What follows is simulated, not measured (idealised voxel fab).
Presented below is a process module, voxel ribs on slabs.
Cross-section cut: width 285 nm, square cells of 5 nm.
Cross-section = grid of square cells, listed top down in bands; band = one or more rows.
Band entry format. Leading values: height of top, height of bottom, nm. Remainder: materials in left-to-right order, each with its width in nm. Special words: "throughout" on a single material, which then fills the band edge to edge; "empty", empty space.
Heads up on the height convention: 0 is the point under which the incoming wafer is all one material, and the lowest band has no bottom, it just keeps going down, like "0 and below".
With a width like "30 to 40", each row of cells in the band differs from the next by the same amount, the top row carrying the first number and the bottom row the second.
No cell of the cross-section changed in a step that is given as "remained unchanged".
Empty spaces counting at least 8 cells and having no open way to the top are listed in "Catalogued sealed voids". The notation width x height at distance is used for each, the distance being from the left edge and all three values in nm.
On each step's line, the part that comes after the settings is the simulator's own comment on the step.
What "overlay nm" on a step's line means: if the step has a mask, that mask lay this far to the right of its planned place, or, when the value is negative, to the left.
# Below is the list of planned process steps
1. RECEIVE, material Si
2. DIRECTIONAL_DEP, material SiO2, thk nm 30
3. DIRECTIONAL_DEP, material SiN, thk nm 20
4. DIRECTIONAL_DEP, material aC, thk nm 15
5. PATTERN, tone cover, mask id RIB, material resist, width nm 20, thk nm 30, overlay nm 0
6. DIRECTIONAL_ETCH, etch materials aC, depth nm 15
7. STRIP, etch materials resist
8. DIRECTIONAL_ETCH, etch materials SiN, depth nm 5
9. STRIP, etch materials aC
10. DIRECTIONAL_DEP, material aC, thk nm 15
11. PATTERN, tone cover, mask id SLAB, material resist, width nm 60, thk nm 35, overlay nm 0
12. DIRECTIONAL_ETCH, etch materials aC, depth nm 15
13. STRIP, etch materials resist
14. DIRECTIONAL_ETCH, etch materials SiN, depth nm 15
15. STRIP, etch materials aC
16. FILL_DEP, material SiO2, thk nm 25
17. CMP, height nm 65
18. DIRECTIONAL_DEP, material W, thk nm 10
19. PATTERN, tone cover, mask id HEATER, material resist, width nm 40, thk nm 20, overlay nm 0
20. DIRECTIONAL_ETCH, etch materials W, depth nm 10
21. STRIP, etch materials resist
22. CONFORMAL_DEP, material SiN, thk nm 10
The width nm used in step 5 is not the same on every wafer, whereas the starting condition is; the value printed in the plan is the first wafer's.
# Cross-section of the first of several received wafers, showing its state after step 1
* 0 and below | Si throughout
* Catalogued sealed voids: none
# Each row below is a wafer at the end of the module, listing for every material the number of cells it has gained (+) or lost (-) since it was received, followed by its closed voids
width nm 20 | +162 SiN | +701 SiO2 | +16 W | Catalogued sealed voids: none
width nm 25 | +163 SiN | +700 SiO2 | +16 W | Catalogued sealed voids: none
width nm 30 | +164 SiN | +699 SiO2 | +16 W | Catalogued sealed voids: none
width nm 35 | +165 SiN | +698 SiO2 | +16 W | Catalogued sealed voids: none
width nm 40 | +166 SiN | +697 SiO2 | +16 W | Catalogued sealed voids: none
width nm 45 | +167 SiN | +696 SiO2 | +16 W | Catalogued sealed voids: none
